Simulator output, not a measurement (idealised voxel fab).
process module | voxel wiring stack
cross-section cut | 280 nm wide | cells 5 nm
A cross-section is a grid of square cells, given in bands from the top down. A band is one or more rows of cells.
Each band's line starts with the height of the band's top and of its bottom, in nm. Then come its materials from left to right, each with its width in nm. One material with "throughout" fills the band from edge to edge. "air" is empty space.
Height 0 is the level under which the wafer as received is all one material. The lowest band goes on downwards, as in "0 down".
A width such as "30 to 40" changes by the same amount from each row of cells to the next, from the band's top row to its bottom row.
"no change" after a step means that no cell of the cross-section changed.
closed voids: empty space of 8 cells or more with no open way to the top, each as width x height at its distance from the left edge, in nm
after a step's settings: what the simulator itself notes on the step
overlay nm, on a step with a mask: how far to the right of its planned place the mask lay; to the left if negative
Each pair below shows a cross-section before one step and the cross-section after it, down to the lowest band that changed. The line under each pair gives the step between them, with its settings. The pairs can come from different runs of this module on the same starting wafer, so a pair continues from the pair above only where its "before" says so.
before
  140 to 125: lowk 95 | air 20 | lowk 15 | air 20 | lowk 15 | air 20 | lowk 95
  125 to 110: lowk throughout
  110 to 105: SiCN throughout
  105 to 90: SiO2 95 | TiN 5 | Ru 10 | TiN 5 | SiO2 15 | TiN 5 | Ru 10 | TiN 5 | SiO2 15 | TiN 5 | Ru 10 | TiN 5 | SiO2 95
  90 to 85: SiN 95 | TiN 20 | SiN 15 | TiN 20 | SiN 15 | TiN 20 | SiN 95
  85 to 70: SiO2 95 | TiN 5 | W 5 | TiN 5 | SiO2 20 | TiN 5 | W 5 | TiN 5 | SiO2 20 | TiN 5 | W 5 | TiN 5 | SiO2 100
  70 to 65: SiCN 95 | TiN 15 | SiCN 20 | TiN 15 | SiCN 20 | TiN 15 | SiCN 100
  65 to 50: lowk 95 | TiN 5 | Cu 10 | TiN 5 | lowk 15 | TiN 5 | Cu 10 | TiN 5 | lowk 15 | TiN 5 | Cu 10 | TiN 5 | lowk 95
  50 to 45: lowk 95 | TiN 5 | Cu 5 | TiN 10 | lowk 15 | TiN 5 | Cu 5 | TiN 10 | lowk 15 | TiN 5 | Cu 5 | TiN 10 | lowk 95
  45 to 35: lowk 95 | TiN 5 | Cu 5 | TiN 5 | lowk 20 | TiN 5 | Cu 5 | TiN 5 | lowk 20 | TiN 5 | Cu 5 | TiN 5 | lowk 100
  35 to 30: SiCN 95 | TiN 15 | SiCN 20 | TiN 15 | SiCN 20 | TiN 15 | SiCN 100
  30 to 25: TiN 100 | Ru 10 | TiN 25 | Ru 10 | TiN 25 | Ru 10 | TiN 100
  25 to 15: lowk 95 | TiN 5 | Ru 10 | TiN 5 | lowk 15 | TiN 5 | Ru 10 | TiN 5 | lowk 15 | TiN 5 | Ru 10 | TiN 5 | lowk 95
  15 to 10: lowk 95 | TiN 20 | lowk 15 | TiN 20 | lowk 15 | TiN 20 | lowk 95
  10 to 0: SiO2 throughout
  0 down: Si throughout
  closed voids: none
after
  140 to 125: lowk 95 | air 20 | lowk 15 | air 20 | lowk 15 | air 20 | lowk 95
  125 to 110: lowk 95 | air 15 | lowk 55 | air 15 | lowk 100
  below 110: unchanged
  closed voids: none
the step between: op MASKED_ETCH | tone open | mask id METAL_4_HOLES | width nm 15 | pitch nm 70 | etch materials lowk | depth nm 15 | overlay nm 0
before: the cross-section after the pair above
after
  140 to 125: lowk 95 | air 20 | lowk 15 | air 20 | lowk 15 | air 20 | lowk 95
  125 to 110: lowk 95 | air 15 | lowk 55 | air 15 | lowk 100
  110 to 105: SiCN 95 | air 15 | SiCN 55 | air 15 | SiCN 100
  below 105: unchanged
  closed voids: none
the step between: op MASKED_ETCH | tone open | mask id METAL_4_HOLES | width nm 15 | pitch nm 70 | etch materials SiCN | depth nm 5 | overlay nm 0
before: the cross-section after the pair above
after
  145 to 140: TiN 100 | air 10 | TiN 25 | air 10 | TiN 25 | air 10 | TiN 100
  140 to 130: lowk 95 | TiN 5 | air 10 | TiN 5 | lowk 15 | TiN 5 | air 10 | TiN 5 | lowk 15 | TiN 5 | air 10 | TiN 5 | lowk 95
  130 to 125: lowk 95 | TiN 5 | air 5 | TiN 10 | lowk 15 | TiN 20 | lowk 15 | TiN 5 | air 5 | TiN 10 | lowk 95
  125 to 110: lowk 95 | TiN 5 | air 5 | TiN 5 | lowk 55 | TiN 5 | air 5 | TiN 5 | lowk 100
  110 to 105: SiCN 95 | TiN 15 | SiCN 55 | TiN 15 | SiCN 100
  below 105: unchanged
  closed voids: none
the step between: op CONFORMAL_DEP | material TiN | thk nm 5
before: the cross-section after the pair above
after
  150 to 145: Ru throughout
  145 to 140: TiN 100 | Ru 10 | TiN 25 | Ru 10 | TiN 25 | Ru 10 | TiN 100
  140 to 130: lowk 95 | TiN 5 | Ru 10 | TiN 5 | lowk 15 | TiN 5 | Ru 10 | TiN 5 | lowk 15 | TiN 5 | Ru 10 | TiN 5 | lowk 95
  130 to 125: lowk 95 | TiN 5 | Ru 5 | TiN 10 | lowk 15 | TiN 20 | lowk 15 | TiN 5 | Ru 5 | TiN 10 | lowk 95
  125 to 110: lowk 95 | TiN 5 | Ru 5 | TiN 5 | lowk 55 | TiN 5 | Ru 5 | TiN 5 | lowk 100
  below 110: unchanged
  closed voids: none
the step between: op FILL_DEP | material Ru | thk nm 5
before: the cross-section after the pair above
after
  140 to 130: lowk 95 | TiN 5 | Ru 10 | TiN 5 | lowk 15 | TiN 5 | Ru 10 | TiN 5 | lowk 15 | TiN 5 | Ru 10 | TiN 5 | lowk 95
  below 130: unchanged
  closed voids: none
the step between: op CMP | height nm 140
before: the cross-section after the pair above
after
  145 to 140: SiN throughout
  below 140: unchanged
  closed voids: none
the step between: op CONFORMAL_DEP | material SiN | thk nm 5
before
  140 to 125: lowk 95 | air 20 | lowk 15 | air 20 | lowk 15 | air 20 | lowk 95
  125 to 110: lowk throughout
  110 to 105: SiCN throughout
  105 to 90: SiO2 95 | TiN 5 | Ru 10 | TiN 5 | SiO2 15 | TiN 5 | Ru 10 | TiN 5 | SiO2 15 | TiN 5 | Ru 10 | TiN 5 | SiO2 95
  90 to 85: SiN 95 | TiN 20 | SiN 15 | TiN 20 | SiN 15 | TiN 20 | SiN 95
  85 to 70: SiO2 95 | TiN 5 | W 5 | TiN 5 | SiO2 20 | TiN 5 | W 5 | TiN 5 | SiO2 20 | TiN 5 | W 5 | TiN 5 | SiO2 100
  70 to 65: SiCN 95 | TiN 15 | SiCN 20 | TiN 15 | SiCN 20 | TiN 15 | SiCN 100
  65 to 50: lowk 95 | TiN 5 | Cu 10 | TiN 5 | lowk 15 | TiN 5 | Cu 10 | TiN 5 | lowk 15 | TiN 5 | Cu 10 | TiN 5 | lowk 95
  50 to 45: lowk 95 | TiN 5 | Cu 5 | TiN 10 | lowk 15 | TiN 5 | Cu 5 | TiN 10 | lowk 15 | TiN 5 | Cu 5 | TiN 10 | lowk 95
  45 to 35: lowk 95 | TiN 5 | Cu 5 | TiN 5 | lowk 20 | TiN 5 | Cu 5 | TiN 5 | lowk 20 | TiN 5 | Cu 5 | TiN 5 | lowk 100
  35 to 30: SiCN 95 | TiN 15 | SiCN 20 | TiN 15 | SiCN 20 | TiN 15 | SiCN 100
  30 to 15: lowk 95 | TiN 5 | Ru 10 | TiN 5 | lowk 15 | TiN 5 | Ru 10 | TiN 5 | lowk 15 | TiN 5 | Ru 10 | TiN 5 | lowk 95
  15 to 10: SiN 95 | TiN 20 | SiN 15 | TiN 20 | SiN 15 | TiN 20 | SiN 95
  10 to 0: SiO2 throughout
  0 down: Si throughout
  closed voids: none
after
  140 to 110: lowk 95 | air 20 | lowk 15 | air 20 | lowk 15 | air 20 | lowk 95
  below 110: unchanged
  closed voids: none
the step between: op MASKED_ETCH | tone open | mask id METAL_4 | width nm 20 | pitch nm 35 | etch materials lowk | depth nm 15 | overlay nm 0
before: the cross-section after the pair above
after
  140 to 110: lowk 95 | air 20 | lowk 15 | air 20 | lowk 15 | air 20 | lowk 95
  110 to 105: SiCN 95 | air 15 | SiCN 55 | air 15 | SiCN 100
  below 105: unchanged
  closed voids: none
the step between: op MASKED_ETCH | tone open | mask id METAL_4_HOLES | width nm 15 | pitch nm 70 | etch materials SiCN | depth nm 5 | overlay nm 0
before: the cross-section after the pair above
after
  145 to 140: TiN 100 | air 10 | TiN 25 | air 10 | TiN 25 | air 10 | TiN 100
  140 to 115: lowk 95 | TiN 5 | air 10 | TiN 5 | lowk 15 | TiN 5 | air 10 | TiN 5 | lowk 15 | TiN 5 | air 10 | TiN 5 | lowk 95
  115 to 110: lowk 95 | TiN 5 | air 5 | TiN 10 | lowk 15 | TiN 20 | lowk 15 | TiN 5 | air 5 | TiN 10 | lowk 95
  110 to 105: SiCN 95 | TiN 15 | SiCN 55 | TiN 15 | SiCN 100
  below 105: unchanged
  closed voids: none
the step between: op CONFORMAL_DEP | material TiN | thk nm 5
before: the cross-section after the pair above
after
  150 to 145: Ru throughout
  145 to 140: TiN 100 | Ru 10 | TiN 25 | Ru 10 | TiN 25 | Ru 10 | TiN 100
  140 to 115: lowk 95 | TiN 5 | Ru 10 | TiN 5 | lowk 15 | TiN 5 | Ru 10 | TiN 5 | lowk 15 | TiN 5 | Ru 10 | TiN 5 | lowk 95
  115 to 110: lowk 95 | TiN 5 | Ru 5 | TiN 10 | lowk 15 | TiN 20 | lowk 15 | TiN 5 | Ru 5 | TiN 10 | lowk 95
  below 110: unchanged
  closed voids: none
the step between: op FILL_DEP | material Ru | thk nm 5
before: the cross-section after the pair above
after
  140 to 115: lowk 95 | TiN 5 | Ru 10 | TiN 5 | lowk 15 | TiN 5 | Ru 10 | TiN 5 | lowk 15 | TiN 5 | Ru 10 | TiN 5 | lowk 95
  below 115: unchanged
  closed voids: none
the step between: op CMP | height nm 140
before: the cross-section after the pair above
after
  145 to 140: SiN throughout
  below 140: unchanged
  closed voids: none
the step between: op CONFORMAL_DEP | material SiN | thk nm 5
before
  65 to 50: lowk 95 | TiN 5 | Cu 10 | TiN 5 | lowk 15 | TiN 5 | Cu 10 | TiN 5 | lowk 15 | TiN 5 | Cu 10 | TiN 5 | lowk 95
  50 to 45: lowk 95 | TiN 5 | Cu 5 | TiN 10 | lowk 15 | TiN 5 | Cu 5 | TiN 10 | lowk 15 | TiN 5 | Cu 5 | TiN 10 | lowk 95
  45 to 35: lowk 95 | TiN 5 | Cu 5 | TiN 5 | lowk 20 | TiN 5 | Cu 5 | TiN 5 | lowk 20 | TiN 5 | Cu 5 | TiN 5 | lowk 100
  35 to 30: SiCN 95 | TiN 15 | SiCN 20 | TiN 15 | SiCN 20 | TiN 15 | SiCN 100
  30 to 15: lowk 95 | TiN 5 | Ru 10 | TiN 5 | lowk 15 | TiN 5 | Ru 10 | TiN 5 | lowk 15 | TiN 5 | Ru 10 | TiN 5 | lowk 95
  15 to 10: SiN 95 | TiN 20 | SiN 15 | TiN 20 | SiN 15 | TiN 20 | SiN 95
  10 to 0: SiO2 throughout
  0 down: Si throughout
  closed voids: none
after
  80 to 65: SiO2 throughout
  below 65: unchanged
  closed voids: none
the step between: op DIRECTIONAL_DEP | material SiO2 | thk nm 15
before: the cross-section after the pair above
after
  85 to 80: SiCN throughout
  below 80: unchanged
  closed voids: none
the step between: op CONFORMAL_DEP | material SiCN | thk nm 5
before: the cross-section after the pair above
after
  85 to 80: SiCN 95 | air 15 | SiCN 20 | air 15 | SiCN 20 | air 15 | SiCN 100
  below 80: unchanged
  closed voids: none
the step between: op MASKED_ETCH | tone open | mask id PLUG_2 | width nm 15 | pitch nm 35 | etch materials SiCN | depth nm 5 | overlay nm 0
before: the cross-section after the pair above
after
  90 to 85: TiN 100 | air 5 | TiN 30 | air 5 | TiN 30 | air 5 | TiN 105
  85 to 80: SiCN 95 | TiN 15 | SiCN 20 | TiN 15 | SiCN 20 | TiN 15 | SiCN 100
  below 80: unchanged
  closed voids: none
the step between: op CONFORMAL_DEP | material TiN | thk nm 5
before: the cross-section after the pair above
after
  95 to 90: W throughout
  90 to 85: TiN 100 | W 5 | TiN 30 | W 5 | TiN 30 | W 5 | TiN 105
  below 85: unchanged
  closed voids: none
the step between: op FILL_DEP | material W | thk nm 5
before: the cross-section after the pair above
after
  85 to 80: SiCN 95 | TiN 15 | SiCN 20 | TiN 15 | SiCN 20 | TiN 15 | SiCN 100
  below 80: unchanged
  closed voids: none
the step between: op CMP | height nm 85
before: the cross-section after the pair above
after
  90 to 85: SiN throughout
  below 85: unchanged
  closed voids: none
the step between: op CONFORMAL_DEP | material SiN | thk nm 5
before: the cross-section after the pair above
after
  105 to 90: SiO2 throughout
  below 90: unchanged
  closed voids: none
the step between: op DIRECTIONAL_DEP | material SiO2 | thk nm 15
before: the cross-section after the pair above
after
  105 to 90: SiO2 95 | air 20 | SiO2 15 | air 20 | SiO2 15 | air 20 | SiO2 95
  below 90: unchanged
  closed voids: none
the step between: op MASKED_ETCH | tone open | mask id METAL_3 | width nm 20 | pitch nm 35 | etch materials SiO2 | depth nm 15 | overlay nm 0
before: the cross-section after the pair above
after
  105 to 90: SiO2 95 | air 20 | SiO2 15 | air 20 | SiO2 15 | air 20 | SiO2 95
  90 to 85: SiN 95 | air 20 | SiN 15 | air 20 | SiN 15 | air 20 | SiN 95
  below 85: unchanged
  closed voids: none
the step between: op MASKED_ETCH | tone open | mask id METAL_3 | width nm 20 | pitch nm 35 | etch materials SiN | depth nm 5 | overlay nm 0
before: the cross-section after the pair above
after
  110 to 105: TiN 100 | air 10 | TiN 25 | air 10 | TiN 25 | air 10 | TiN 100
  105 to 90: SiO2 95 | TiN 5 | air 10 | TiN 5 | SiO2 15 | TiN 5 | air 10 | TiN 5 | SiO2 15 | TiN 5 | air 10 | TiN 5 | SiO2 95
  90 to 85: SiN 95 | TiN 20 | SiN 15 | TiN 20 | SiN 15 | TiN 20 | SiN 95
  below 85: unchanged
  closed voids: none
the step between: op CONFORMAL_DEP | material TiN | thk nm 5
before: the cross-section after the pair above
after
  120 to 110: Ru throughout
  110 to 105: TiN 100 | Ru 10 | TiN 25 | Ru 10 | TiN 25 | Ru 10 | TiN 100
  105 to 90: SiO2 95 | TiN 5 | Ru 10 | TiN 5 | SiO2 15 | TiN 5 | Ru 10 | TiN 5 | SiO2 15 | TiN 5 | Ru 10 | TiN 5 | SiO2 95
  below 90: unchanged
  closed voids: none
the step between: op FILL_DEP | material Ru | thk nm 10
before: the cross-section after the pair above
after
  105 to 90: SiO2 95 | TiN 5 | Ru 10 | TiN 5 | SiO2 15 | TiN 5 | Ru 10 | TiN 5 | SiO2 15 | TiN 5 | Ru 10 | TiN 5 | SiO2 95
  below 90: unchanged
  closed voids: none
the step between: op CMP | height nm 105
before: the cross-section after the pair above
after
  110 to 105: SiCN throughout
  below 105: unchanged
  closed voids: none
the step between: op CONFORMAL_DEP | material SiCN | thk nm 5
before: the cross-section after the pair above
after
  140 to 110: lowk throughout
  below 110: unchanged
  closed voids: none
the step between: op DIRECTIONAL_DEP | material lowk | thk nm 30
before: the cross-section after the pair above
after
  140 to 125: lowk 95 | air 20 | lowk 15 | air 20 | lowk 15 | air 20 | lowk 95
  below 125: unchanged
  closed voids: none
the step between: op MASKED_ETCH | tone open | mask id METAL_4 | width nm 20 | pitch nm 35 | etch materials lowk | depth nm 15 | overlay nm 0
before: the cross-section after the pair above
after
  140 to 125: lowk 95 | air 20 | lowk 15 | air 20 | lowk 15 | air 20 | lowk 95
  125 to 110: lowk 95 | air 15 | lowk 55 | air 15 | lowk 100
  below 110: unchanged
  closed voids: none
the step between: op MASKED_ETCH | tone open | mask id METAL_4_HOLES | width nm 15 | pitch nm 70 | etch materials lowk | depth nm 15 | overlay nm 0
before: the cross-section after the pair above
after
  140 to 125: lowk 95 | air 20 | lowk 15 | air 20 | lowk 15 | air 20 | lowk 95
  125 to 110: lowk 95 | air 15 | lowk 55 | air 15 | lowk 100
  110 to 105: SiCN 95 | air 15 | SiCN 55 | air 15 | SiCN 100
  below 105: unchanged
  closed voids: none
the step between: op MASKED_ETCH | tone open | mask id METAL_4_HOLES | width nm 15 | pitch nm 70 | etch materials SiCN | depth nm 5 | overlay nm 0
before: the cross-section after the pair above
after
  145 to 140: TiN 100 | air 10 | TiN 25 | air 10 | TiN 25 | air 10 | TiN 100
  140 to 130: lowk 95 | TiN 5 | air 10 | TiN 5 | lowk 15 | TiN 5 | air 10 | TiN 5 | lowk 15 | TiN 5 | air 10 | TiN 5 | lowk 95
  130 to 125: lowk 95 | TiN 5 | air 5 | TiN 10 | lowk 15 | TiN 20 | lowk 15 | TiN 5 | air 5 | TiN 10 | lowk 95
  125 to 110: lowk 95 | TiN 5 | air 5 | TiN 5 | lowk 55 | TiN 5 | air 5 | TiN 5 | lowk 100
  110 to 105: SiCN 95 | TiN 15 | SiCN 55 | TiN 15 | SiCN 100
  below 105: unchanged
  closed voids: none
the step between: op CONFORMAL_DEP | material TiN | thk nm 5
before: the cross-section after the pair above
after
  150 to 145: Ru throughout
  145 to 140: TiN 100 | Ru 10 | TiN 25 | Ru 10 | TiN 25 | Ru 10 | TiN 100
  140 to 130: lowk 95 | TiN 5 | Ru 10 | TiN 5 | lowk 15 | TiN 5 | Ru 10 | TiN 5 | lowk 15 | TiN 5 | Ru 10 | TiN 5 | lowk 95
  130 to 125: lowk 95 | TiN 5 | Ru 5 | TiN 10 | lowk 15 | TiN 20 | lowk 15 | TiN 5 | Ru 5 | TiN 10 | lowk 95
  125 to 110: lowk 95 | TiN 5 | Ru 5 | TiN 5 | lowk 55 | TiN 5 | Ru 5 | TiN 5 | lowk 100
  below 110: unchanged
  closed voids: none
the step between: op FILL_DEP | material Ru | thk nm 5
before: the cross-section after the pair above
after
  140 to 130: lowk 95 | TiN 5 | Ru 10 | TiN 5 | lowk 15 | TiN 5 | Ru 10 | TiN 5 | lowk 15 | TiN 5 | Ru 10 | TiN 5 | lowk 95
  below 130: unchanged
  closed voids: none
the step between: op CMP | height nm 140
before: the cross-section after the pair above
after
  145 to 140: SiN throughout
  below 140: unchanged
  closed voids: none
the step between: op CONFORMAL_DEP | material SiN | thk nm 5
before
  120 to 110: Ru throughout
  110 to 105: TiN 100 | Ru 10 | TiN 25 | Ru 10 | TiN 25 | Ru 10 | TiN 100
  105 to 90: SiO2 95 | TiN 5 | Ru 10 | TiN 5 | SiO2 15 | TiN 5 | Ru 10 | TiN 5 | SiO2 15 | TiN 5 | Ru 10 | TiN 5 | SiO2 95
  90 to 85: SiN 95 | TiN 20 | SiN 15 | TiN 20 | SiN 15 | TiN 20 | SiN 95
  85 to 70: SiO2 95 | TiN 5 | W 5 | TiN 5 | SiO2 20 | TiN 5 | W 5 | TiN 5 | SiO2 20 | TiN 5 | W 5 | TiN 5 | SiO2 100
  70 to 65: SiCN 95 | TiN 15 | SiCN 20 | TiN 15 | SiCN 20 | TiN 15 | SiCN 100
  65 to 50: lowk 95 | TiN 5 | Cu 10 | TiN 5 | lowk 15 | TiN 5 | Cu 10 | TiN 5 | lowk 15 | TiN 5 | Cu 10 | TiN 5 | lowk 95
  50 to 45: lowk 95 | TiN 5 | Cu 5 | TiN 10 | lowk 15 | TiN 5 | Cu 5 | TiN 10 | lowk 15 | TiN 5 | Cu 5 | TiN 10 | lowk 95
  45 to 35: lowk 95 | TiN 5 | Cu 5 | TiN 5 | lowk 20 | TiN 5 | Cu 5 | TiN 5 | lowk 20 | TiN 5 | Cu 5 | TiN 5 | lowk 100
  35 to 30: SiCN 95 | TiN 15 | SiCN 20 | TiN 15 | SiCN 20 | TiN 15 | SiCN 100
  30 to 15: lowk 95 | TiN 5 | Ru 10 | TiN 5 | lowk 15 | TiN 5 | Ru 10 | TiN 5 | lowk 15 | TiN 5 | Ru 10 | TiN 5 | lowk 95
  15 to 10: SiN 95 | TiN 20 | SiN 15 | TiN 20 | SiN 15 | TiN 20 | SiN 95
  10 to 0: SiO2 throughout
  0 down: Si throughout
  closed voids: none
after
  110 to 105: TiN 100 | Ru 10 | TiN 25 | Ru 10 | TiN 25 | Ru 10 | TiN 100
  below 105: unchanged
  closed voids: none
the step between: op CMP | height nm 110
before: the cross-section after the pair above
after
  115 to 110: SiCN throughout
  below 110: unchanged
  closed voids: none
the step between: op CONFORMAL_DEP | material SiCN | thk nm 5
before: the cross-section after the pair above
after
  145 to 115: lowk throughout
  below 115: unchanged
  closed voids: none
the step between: op DIRECTIONAL_DEP | material lowk | thk nm 30
before: the cross-section after the pair above
after
  145 to 130: lowk 95 | air 20 | lowk 15 | air 20 | lowk 15 | air 20 | lowk 95
  below 130: unchanged
  closed voids: none
the step between: op MASKED_ETCH | tone open | mask id METAL_4 | width nm 20 | pitch nm 35 | etch materials lowk | depth nm 15 | overlay nm 0
before: the cross-section after the pair above
after
  145 to 130: lowk 95 | air 20 | lowk 15 | air 20 | lowk 15 | air 20 | lowk 95
  130 to 115: lowk 95 | air 15 | lowk 55 | air 15 | lowk 100
  below 115: unchanged
  closed voids: none
the step between: op MASKED_ETCH | tone open | mask id METAL_4_HOLES | width nm 15 | pitch nm 70 | etch materials lowk | depth nm 15 | overlay nm 0
before: the cross-section after the pair above
after
  145 to 130: lowk 95 | air 20 | lowk 15 | air 20 | lowk 15 | air 20 | lowk 95
  130 to 115: lowk 95 | air 15 | lowk 55 | air 15 | lowk 100
  115 to 110: SiCN 95 | air 15 | SiCN 55 | air 15 | SiCN 100
  below 110: unchanged
  closed voids: none
the step between: op MASKED_ETCH | tone open | mask id METAL_4_HOLES | width nm 15 | pitch nm 70 | etch materials SiCN | depth nm 5 | overlay nm 0
before: the cross-section after the pair above
after
  150 to 145: TiN 100 | air 10 | TiN 25 | air 10 | TiN 25 | air 10 | TiN 100
  145 to 135: lowk 95 | TiN 5 | air 10 | TiN 5 | lowk 15 | TiN 5 | air 10 | TiN 5 | lowk 15 | TiN 5 | air 10 | TiN 5 | lowk 95
  135 to 130: lowk 95 | TiN 5 | air 5 | TiN 10 | lowk 15 | TiN 20 | lowk 15 | TiN 5 | air 5 | TiN 10 | lowk 95
  130 to 115: lowk 95 | TiN 5 | air 5 | TiN 5 | lowk 55 | TiN 5 | air 5 | TiN 5 | lowk 100
  115 to 110: SiCN 95 | TiN 15 | SiCN 55 | TiN 15 | SiCN 100
  below 110: unchanged
  closed voids: none
the step between: op CONFORMAL_DEP | material TiN | thk nm 5
before: the cross-section after the pair above
after
  155 to 150: Ru throughout
  150 to 145: TiN 100 | Ru 10 | TiN 25 | Ru 10 | TiN 25 | Ru 10 | TiN 100
  145 to 135: lowk 95 | TiN 5 | Ru 10 | TiN 5 | lowk 15 | TiN 5 | Ru 10 | TiN 5 | lowk 15 | TiN 5 | Ru 10 | TiN 5 | lowk 95
  135 to 130: lowk 95 | TiN 5 | Ru 5 | TiN 10 | lowk 15 | TiN 20 | lowk 15 | TiN 5 | Ru 5 | TiN 10 | lowk 95
  130 to 115: lowk 95 | TiN 5 | Ru 5 | TiN 5 | lowk 55 | TiN 5 | Ru 5 | TiN 5 | lowk 100
  below 115: unchanged
  closed voids: none
the step between: op FILL_DEP | material Ru | thk nm 5
before: the cross-section after the pair above
after
  140 to 135: lowk 95 | TiN 5 | Ru 10 | TiN 5 | lowk 15 | TiN 5 | Ru 10 | TiN 5 | lowk 15 | TiN 5 | Ru 10 | TiN 5 | lowk 95
  below 135: unchanged
  closed voids: none
the step between: op CMP | height nm 140
before: the cross-section after the pair above
after
  145 to 140: SiN throughout
  below 140: unchanged
  closed voids: none
the step between: op CONFORMAL_DEP | material SiN | thk nm 5
before
  30 to 15: lowk throughout
  15 to 10: SiN throughout
  10 to 0: SiO2 throughout
  0 down: Si throughout
  closed voids: none
after
  45 to 30: resist 100 | air 15 | resist 20 | air 15 | resist 20 | air 15 | resist 95
  below 30: unchanged
  closed voids: none
the step between: op PATTERN | tone open | mask id METAL_1 | material resist | width nm 15 | pitch nm 35 | thk nm 15 | overlay nm 0
before: the cross-section after the pair above
after
  45 to 30: resist 100 | air 15 | resist 20 | air 15 | resist 20 | air 15 | resist 95
  30 to 15: lowk 100 | air 15 | lowk 20 | air 15 | lowk 20 | air 15 | lowk 95
  below 15: unchanged
  closed voids: none
the step between: op DIRECTIONAL_ETCH | etch materials lowk | depth nm 15
before: the cross-section after the pair above
after
  45 to 30: resist 100 | air 15 | resist 20 | air 15 | resist 20 | air 15 | resist 95
  30 to 15: lowk 100 | air 15 | lowk 20 | air 15 | lowk 20 | air 15 | lowk 95
  15 to 10: SiN 100 | air 15 | SiN 20 | air 15 | SiN 20 | air 15 | SiN 95
  below 10: unchanged
  closed voids: none
the step between: op DIRECTIONAL_ETCH | etch materials SiN | depth nm 5
before: the cross-section after the pair above
after
  30 to 15: lowk 100 | air 15 | lowk 20 | air 15 | lowk 20 | air 15 | lowk 95
  below 15: unchanged
  closed voids: none
the step between: op STRIP | etch materials resist
before: the cross-section after the pair above
after
  35 to 30: TiN 105 | air 5 | TiN 30 | air 5 | TiN 30 | air 5 | TiN 100
  30 to 15: lowk 100 | TiN 5 | air 5 | TiN 5 | lowk 20 | TiN 5 | air 5 | TiN 5 | lowk 20 | TiN 5 | air 5 | TiN 5 | lowk 95
  15 to 10: SiN 100 | TiN 15 | SiN 20 | TiN 15 | SiN 20 | TiN 15 | SiN 95
  below 10: unchanged
  closed voids: none
the step between: op CONFORMAL_DEP | material TiN | thk nm 5
before: the cross-section after the pair above
after
  40 to 35: Ru throughout
  35 to 30: TiN 105 | Ru 5 | TiN 30 | Ru 5 | TiN 30 | Ru 5 | TiN 100
  30 to 15: lowk 100 | TiN 5 | Ru 5 | TiN 5 | lowk 20 | TiN 5 | Ru 5 | TiN 5 | lowk 20 | TiN 5 | Ru 5 | TiN 5 | lowk 95
  below 15: unchanged
  closed voids: none
the step between: op FILL_DEP | material Ru | thk nm 5
before: the cross-section after the pair above
after
  30 to 15: lowk 100 | TiN 5 | Ru 5 | TiN 5 | lowk 20 | TiN 5 | Ru 5 | TiN 5 | lowk 20 | TiN 5 | Ru 5 | TiN 5 | lowk 95
  below 15: unchanged
  closed voids: none
the step between: op CMP | height nm 30
before: the cross-section after the pair above
after
  35 to 30: SiCN throughout
  below 30: unchanged
  closed voids: none
the step between: op CONFORMAL_DEP | material SiCN | thk nm 5
before: the cross-section after the pair above
after
  65 to 35: lowk throughout
  below 35: unchanged
  closed voids: none
the step between: op DIRECTIONAL_DEP | material lowk | thk nm 30
before: the cross-section after the pair above
after
  85 to 65: resist 95 | air 15 | resist 20 | air 15 | resist 20 | air 15 | resist 100
  below 65: unchanged
  closed voids: none
the step between: op PATTERN | tone open | mask id METAL_2_HOLES | material resist | width nm 15 | pitch nm 35 | thk nm 20 | overlay nm 0
before: the cross-section after the pair above
after
  85 to 65: resist 95 | air 15 | resist 20 | air 15 | resist 20 | air 15 | resist 100
  65 to 35: lowk 95 | air 15 | lowk 20 | air 15 | lowk 20 | air 15 | lowk 100
  below 35: unchanged
  closed voids: none
the step between: op DIRECTIONAL_ETCH | etch materials lowk | depth nm 30
before: the cross-section after the pair above
after
  65 to 35: lowk 95 | air 15 | lowk 20 | air 15 | lowk 20 | air 15 | lowk 100
  below 35: unchanged
  closed voids: none
the step between: op STRIP | etch materials resist
before: the cross-section after the pair above
after
  75 to 65: aC 95 | air 15 | aC 20 | air 15 | aC 20 | air 15 | aC 100
  65 to 45: lowk 95 | air 15 | lowk 20 | air 15 | lowk 20 | air 15 | lowk 100
  45 to 35: lowk 95 | aC 15 | lowk 20 | aC 15 | lowk 20 | aC 15 | lowk 100
  below 35: unchanged
  closed voids: none
the step between: op DIRECTIONAL_DEP | material aC | thk nm 10
before: the cross-section after the pair above
after
  105 to 75: resist 95 | air 20 | resist 15 | air 20 | resist 15 | air 20 | resist 95
  below 75: unchanged
  closed voids: none
the step between: op PATTERN | tone open | mask id METAL_2 | material resist | width nm 20 | pitch nm 35 | thk nm 30 | overlay nm 0
before: the cross-section after the pair above
after
  95 to 75: resist 95 | air 20 | resist 15 | air 20 | resist 15 | air 20 | resist 95
  75 to 65: aC 95 | air 20 | aC 15 | air 20 | aC 15 | air 20 | aC 95
  65 to 35: lowk 95 | air 15 | lowk 20 | air 15 | lowk 20 | air 15 | lowk 100
  below 35: unchanged
  closed voids: none
the step between: op DIRECTIONAL_ETCH | etch materials aC | depth nm 10
before: the cross-section after the pair above
after
  75 to 65: aC 95 | air 20 | aC 15 | air 20 | aC 15 | air 20 | aC 95
  below 65: unchanged
  closed voids: none
the step between: op STRIP | etch materials resist
before: the cross-section after the pair above
after
  75 to 65: aC 95 | air 20 | aC 15 | air 20 | aC 15 | air 20 | aC 95
  65 to 45: lowk 95 | air 20 | lowk 15 | air 20 | lowk 15 | air 20 | lowk 95
  below 45: unchanged
  closed voids: none
the step between: op DIRECTIONAL_ETCH | etch materials lowk | depth nm 20
before: the cross-section after the pair above
after
  75 to 65: aC 95 | air 20 | aC 15 | air 20 | aC 15 | air 20 | aC 95
  65 to 45: lowk 95 | air 20 | lowk 15 | air 20 | lowk 15 | air 20 | lowk 95
  45 to 35: lowk 95 | air 15 | lowk 20 | air 15 | lowk 20 | air 15 | lowk 100
  35 to 30: SiCN 95 | air 15 | SiCN 20 | air 15 | SiCN 20 | air 15 | SiCN 100
  below 30: unchanged
  closed voids: none
the step between: op DIRECTIONAL_ETCH | etch materials SiCN | depth nm 5
before: the cross-section after the pair above
after
  65 to 45: lowk 95 | air 20 | lowk 15 | air 20 | lowk 15 | air 20 | lowk 95
  below 45: unchanged
  closed voids: none
the step between: op STRIP | etch materials aC
before: the cross-section after the pair above
after
  70 to 65: TiN 100 | air 10 | TiN 25 | air 10 | TiN 25 | air 10 | TiN 100
  65 to 50: lowk 95 | TiN 5 | air 10 | TiN 5 | lowk 15 | TiN 5 | air 10 | TiN 5 | lowk 15 | TiN 5 | air 10 | TiN 5 | lowk 95
  50 to 45: lowk 95 | TiN 5 | air 5 | TiN 10 | lowk 15 | TiN 5 | air 5 | TiN 10 | lowk 15 | TiN 5 | air 5 | TiN 10 | lowk 95
  45 to 35: lowk 95 | TiN 5 | air 5 | TiN 5 | lowk 20 | TiN 5 | air 5 | TiN 5 | lowk 20 | TiN 5 | air 5 | TiN 5 | lowk 100
  35 to 30: SiCN 95 | TiN 15 | SiCN 20 | TiN 15 | SiCN 20 | TiN 15 | SiCN 100
  below 30: unchanged
  closed voids: none
the step between: op CONFORMAL_DEP | material TiN | thk nm 5
